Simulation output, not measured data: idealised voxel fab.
process module | voxel double patterning
The cross-section on display is named cut; it measures 190 nm wide, and its cells are 5 nm squares.
In this document a cross-section is written as a grid of square cells. It is given as a series of bands, listed from the top down, and a band is one or more rows of cells. Look at the band entry: it leads with the top's height and the bottom's height in nm. Then it lists the materials left to right, with a width in nm for each. The word "full width" on a single material says that material fills the band edge to edge. The word "blank" is empty space. A quick word on heights: they are counted from 0, and under that level the wafer as it came to us is one material throughout. The lowest band is different from the rest in having no bottom; it simply continues downward, written as in "0 -> down". A width given as "30->40" starts at the first number in the band's top row and ends at the second number in its bottom row, shifting by an equal amount at every step from row to row. "remained the same" (step): cross-section cells unchanged, all of them. In the "Encapsulated voids" entry, you get each enclosed empty space of 8 cells or more, one with no open way to the top, written width x height at distance, distance from the left edge, in nm. That trailing text on a step's line, after the settings, is the simulator's own remark on the step. Each step line may optionally specify "overlay nm", which for a step with a mask gives the rightward distance between the mask's planned place and where it lay, a negative value indicating the leftward direction.
**These are the steps we planned for the process**
| 1 | RECEIVE,material Si |
| 2 | CONFORMAL_DEP,material SiO2,thk nm 5 |
| 3 | DIRECTIONAL_DEP,material TiN,thk nm 10 |
| 4 | DIRECTIONAL_DEP,material SiN,thk nm 5 |
| 5 | PATTERN,tone open,mask id FIRST,material resist,width nm 15,pitch nm 50,thk nm 20,overlay nm 0 |
| 6 | DIRECTIONAL_ETCH,etch materials SiN,depth nm 5 |
| 7 | STRIP,etch materials resist |
| 8 | DIRECTIONAL_DEP,material aC,thk nm 5 |
| 9 | PATTERN,tone open,mask id SECOND,material resist,width nm 15,thk nm 25,overlay nm 0 |
| 10 | DIRECTIONAL_ETCH,etch materials aC,depth nm 10 |
| 11 | STRIP,etch materials resist |
| 12 | DIRECTIONAL_ETCH,etch materials SiN,depth nm 5 |
| 13 | STRIP,etch materials aC |
| 14 | DIRECTIONAL_ETCH,etch materials TiN,depth nm 10 |
| 15 | STRIP,etch materials SiN |
For clarity, it should be stated that the wafers under discussion commence in an identical condition and differ with respect to the thk nm of step 8, the plan indicating the value that the first wafer had.
**As received, i.e. after step 1: cross-section through the first of several wafers**
> 0 -> down | Si full width
> Encapsulated voids: none
**Table: wafers, a row each; end-of-module cell change per material since receipt, gain (+), loss (-); then closed voids**
thk nm 5, +38 SiO2, +58 TiN, Encapsulated voids: none
thk nm 10, +38 SiO2, +58 TiN, Encapsulated voids: none
thk nm 15, +38 SiO2, +64 TiN, Encapsulated voids: none
thk nm 20, +38 SiO2, +64 TiN, Encapsulated voids: none
thk nm 25, +38 SiO2, +64 TiN, Encapsulated voids: none
